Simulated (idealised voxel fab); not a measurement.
The name of this process module is voxel fin reveal.
Displayed cross-section: cut, width of 235 nm, square cells sized 5 nm.
Think of the cross-section as a grid of square cells. We describe it in bands, top to bottom, and each band covers one or more rows of those cells. Band: top and bottom heights (nm) first, top before bottom; then materials from left to right, widths in nm. "everywhere" marks a sole material filling the band edge to edge. "air" denotes empty space. Beneath 0, the wafer as received is one material, and that level is where height counting begins. The lowest band goes on downward without a bottom; it is written like "top 0, no bottom". When a width is written as two numbers, as in "30 to 40", the first number is the width in the top row of cells of the band and the second is the width in its bottom row, and the width changes by the same amount from each row to the next. Key: "nothing changed" - step with no changed cell in the cross-section. This entry, "Sealed internal cavities", enumerates those empty regions of no fewer than 8 cells that possess no open connection to the top. Each region is reported in the form width x height at distance, the distance being taken from the left edge, with all three quantities expressed in nm. Post-settings text on a step line: simulator's own remark regarding the step. The "overlay nm" setting may appear on a step's line; for a step that uses a mask, it gives how far to the right of its planned position the mask lay, and a negative value indicates the left.
### So here's the lineup of process steps we planned
| 1 | RECEIVE | material Si |
| 2 | CONFORMAL_DEP | material SiN | thk nm 5 |
| 3 | PATTERN | tone cover | mask id FINS | material resist | width nm 15 | pitch nm 40 | thk nm 20 | overlay nm 0 |
| 4 | DIRECTIONAL_ETCH | etch materials SiN | depth nm 5 |
| 5 | DIRECTIONAL_ETCH | etch materials Si | depth nm 35 |
| 6 | STRIP | etch materials resist |
| 7 | OXIDIZE | depth nm 5 |
| 8 | FILL_DEP | material SiO2 | thk nm 5 |
| 9 | CMP | height nm 5 |
| 10 | SELECTIVE_ETCH | etch materials SiO2 | depth nm 15 |
| 11 | STRIP | etch materials SiN |
| 12 | CONFORMAL_DEP | material SiO2 | thk nm 5 |
### Shown in cross-section is the wafer as received, that is, as it stands after step 1
top 0, no bottom | Si everywhere
Sealed internal cavities: none
### First of two wafers: cross-section at end of module, run per plan
top 5, bottom 0 | air: 50  SiO2: 15  air: 25  SiO2: 15  air: 25  SiO2: 15  air: 25  SiO2: 15  air: 50
top 0, bottom -5 | air: 50  SiO2: 5  Si: 5  SiO2: 5  air: 25  SiO2: 5  Si: 5  SiO2: 5  air: 25  SiO2: 5  Si: 5  SiO2: 5  air: 25  SiO2: 5  Si: 5  SiO2: 5  air: 50
top -5, bottom -40 | SiO2: 55  Si: 5  SiO2: 35  Si: 5  SiO2: 35  Si: 5  SiO2: 35  Si: 5  SiO2: 55
top -40, no bottom | Si everywhere
Sealed internal cavities: none
### Presented here is a cross-section of the second of the two wafers as it stood at the end of the module. It was started in the same manner and assigned the same plan as the first wafer; however, one mistake was made in its execution
top 5, bottom 0 | air: 50  SiO2: 15  air: 25  SiO2: 15  air: 25  SiO2: 15  air: 25  SiO2: 15  air: 50
top 0, bottom -5 | air: 50  SiO2: 5  Si: 5  SiO2: 5  air: 25  SiO2: 5  Si: 5  SiO2: 5  air: 25  SiO2: 5  Si: 5  SiO2: 5  air: 25  SiO2: 5  Si: 5  SiO2: 5  air: 50
top -5, bottom -10 | SiO2: 40  air: 10  SiO2: 5  Si: 5  SiO2: 5  air: 25  SiO2: 5  Si: 5  SiO2: 5  air: 25  SiO2: 5  Si: 5  SiO2: 5  air: 25  SiO2: 5  Si: 5  SiO2: 5  air: 10  SiO2: 40
top -10, bottom -40 | SiO2: 55  Si: 5  SiO2: 35  Si: 5  SiO2: 35  Si: 5  SiO2: 35  Si: 5  SiO2: 55
top -40, no bottom | Si everywhere
Sealed internal cavities: none
Where did the run depart from the plan? ran 10 and 11 in swapped order versus the plan
Per the end-of-run cell counts, the second wafer holds more or fewer of some materials than the first: 19 fewer of SiO2
